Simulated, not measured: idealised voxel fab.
Process module under the name voxel capacitor over wiring
Displayed cross-section: cut, width of 225 nm, square cells sized 5 nm.
Think of the cross-section as a grid of square cells. We describe it in bands, top to bottom, and each band covers one or more rows of those cells. For a band, the entry starts with two heights in nm, that of the top and then that of the bottom, and carries on with the band's materials in order from left to right, each alongside its width in nm; the word "edge to edge" beside a single material means it fills the band edge to edge, and "blank" means empty space. Height is counted from the level 0, under which the received wafer is composed throughout of one material. The lowest of the bands is not closed at the bottom but continues downward, in the notation "0 down". With a width like "30->40", each row of cells in the band differs from the next by the same amount, the top row carrying the first number and the bottom row the second. You'll sometimes find "stayed the same" written for a step, and that's the way of saying that nowhere in the cross-section did a cell change during that step. Each empty space that has no open way to the top and spans at least 8 cells appears under "Internal closed voids" as width x height at distance, the distance counted from the left edge, all in nm. Note: text after step settings on the step line = simulator remark on that step. The line of a step may include "overlay nm". On a step with a mask, this value is how far to the right of its planned place the mask lay. A negative value means the mask lay to the left.

So here's the lineup of process steps we planned:
1 RECEIVE: material Si
2 CONFORMAL_DEP: material SiO2, thk nm 15
3 CONFORMAL_DEP: material SiN, thk nm 5
4 DIRECTIONAL_DEP: material SiO2, thk nm 15
5 DIRECTIONAL_DEP: material aC, thk nm 10
6 PATTERN: tone open, mask id METAL_1, material resist, width nm 20, pitch nm 90, thk nm 25, overlay nm 0
7 DIRECTIONAL_ETCH: etch materials aC, depth nm 10
8 STRIP: etch materials resist
9 DIRECTIONAL_ETCH: etch materials SiO2, depth nm 15
10 DIRECTIONAL_ETCH: etch materials SiN, depth nm 5
11 STRIP: etch materials aC
12 CONFORMAL_DEP: material TiN, thk nm 5
13 FILL_DEP: material Cu, thk nm 10
14 CMP: height nm 35
15 EPI: material Ru, thk nm 5
16 FILL_DEP: material SiCN, thk nm 5
17 DIRECTIONAL_DEP: material SiO2, thk nm 20
18 PATTERN: tone open, mask id PLUG_1, material resist, width nm 15, thk nm 15, overlay nm 0
19 DIRECTIONAL_ETCH: etch materials SiO2, depth nm 20
20 DIRECTIONAL_ETCH: etch materials SiCN, depth nm 5
21 STRIP: etch materials resist
22 EPI: material Ru, thk nm 10
23 EPI: material Ru, thk nm 10
24 EPI: material Ru, thk nm 5
25 DIRECTIONAL_DEP: material TiN, thk nm 10
26 DIRECTIONAL_DEP: material SiN, thk nm 5
27 DIRECTIONAL_DEP: material TiN, thk nm 5
28 MASKED_ETCH: tone cover, mask id UPPER_PLATE, width nm 75, etch materials TiN, depth nm 5, overlay nm 0
29 MASKED_ETCH: tone cover, mask id UPPER_PLATE, width nm 75, etch materials SiN, depth nm 5, overlay nm 0
30 PATTERN: tone cover, mask id LOWER_PLATE, material resist, width nm 85, thk nm 15, overlay nm 0
31 DIRECTIONAL_ETCH: etch materials TiN, depth nm 10
32 STRIP: etch materials resist
33 FILL_DEP: material SiO2, thk nm 20
34 CMP: height nm 100
35 MASKED_ETCH: tone open, mask id PLUG_2, width nm 15, etch materials SiO2, depth nm 15, overlay nm 0
36 CONFORMAL_DEP: material TiN, thk nm 5
37 FILL_DEP: material Cu, thk nm 5
38 CMP: height nm 100
39 CONFORMAL_DEP: material SiCN, thk nm 5

Cross-section of the wafer as it came to us, i.e., already through step 1:
* 0 down = Si edge to edge
* Internal closed voids: none

The first of the two wafers as seen in cross-section once the module was finished; processing followed the plan:
* 105 to 100 = SiCN edge to edge
* 100 to 90 = SiO2: 70, TiN: 5, Cu: 5, TiN: 5, SiO2: 140
* 90 to 80 = SiO2: 70->60, TiN: 15->75, SiO2: 140->90
* 80 to 75 = SiO2: 60, SiN: 75, SiO2: 90
* 75 to 65 = SiO2: 55, TiN: 85, SiO2: 85
* 65 to 45 = SiO2: 60, Ru: 15, SiO2: 150
* 45 to 40 = SiCN: 60, Ru: 15, SiCN: 150
* 40 to 35 = SiCN: 50, Ru: 30, SiCN: 60, Ru: 30, SiCN: 55
* 35 to 20 = SiO2: 55, TiN: 5, Cu: 10, TiN: 5, SiO2: 70, TiN: 5, Cu: 10, TiN: 5, SiO2: 60
* 20 to 15 = SiN: 55, TiN: 20, SiN: 70, TiN: 20, SiN: 60
* 15 to 0 = SiO2 edge to edge
* 0 down = Si edge to edge
* Internal closed voids: none

Here is the second of the two wafers cut open at the end of the module - same start, same plan as the first one, but we made one mistake running it:
* 105 to 100 = SiCN edge to edge
* 100 to 90 = SiO2: 70->60, TiN: 15->25, SiO2: 140
* 90 to 85 = SiO2: 60, SiN: 25, SiO2: 140
* 85 to 80 = SiO2: 55, TiN: 80, SiO2: 90
* 80 to 75 = SiO2: 55, TiN: 30, SiN: 50, SiO2: 90
* 75 to 65 = SiO2: 50, Ru: 35, TiN: 55, SiO2: 85
* 65 to 45 = SiO2: 60, Ru: 15, SiO2: 150
* 45 to 40 = SiCN: 60, Ru: 15, SiCN: 150
* 40 to 35 = SiCN: 50, Ru: 30, SiCN: 60, Ru: 30, SiCN: 55
* 35 to 20 = SiO2: 55, TiN: 5, Cu: 10, TiN: 5, SiO2: 70, TiN: 5, Cu: 10, TiN: 5, SiO2: 60
* 20 to 15 = SiN: 55, TiN: 20, SiN: 70, TiN: 20, SiN: 60
* 15 to 0 = SiO2 edge to edge
* 0 down = Si edge to edge
* Internal closed voids: none
The mistake made against the process plan was this: one of the matching steps 22 and 23 was carried out twice, and there is no way to identify which
The second wafer ends with more or fewer cells of some materials than the first, per final count: -2 Cu, +14 Ru, -8 SiO2, -4 TiN
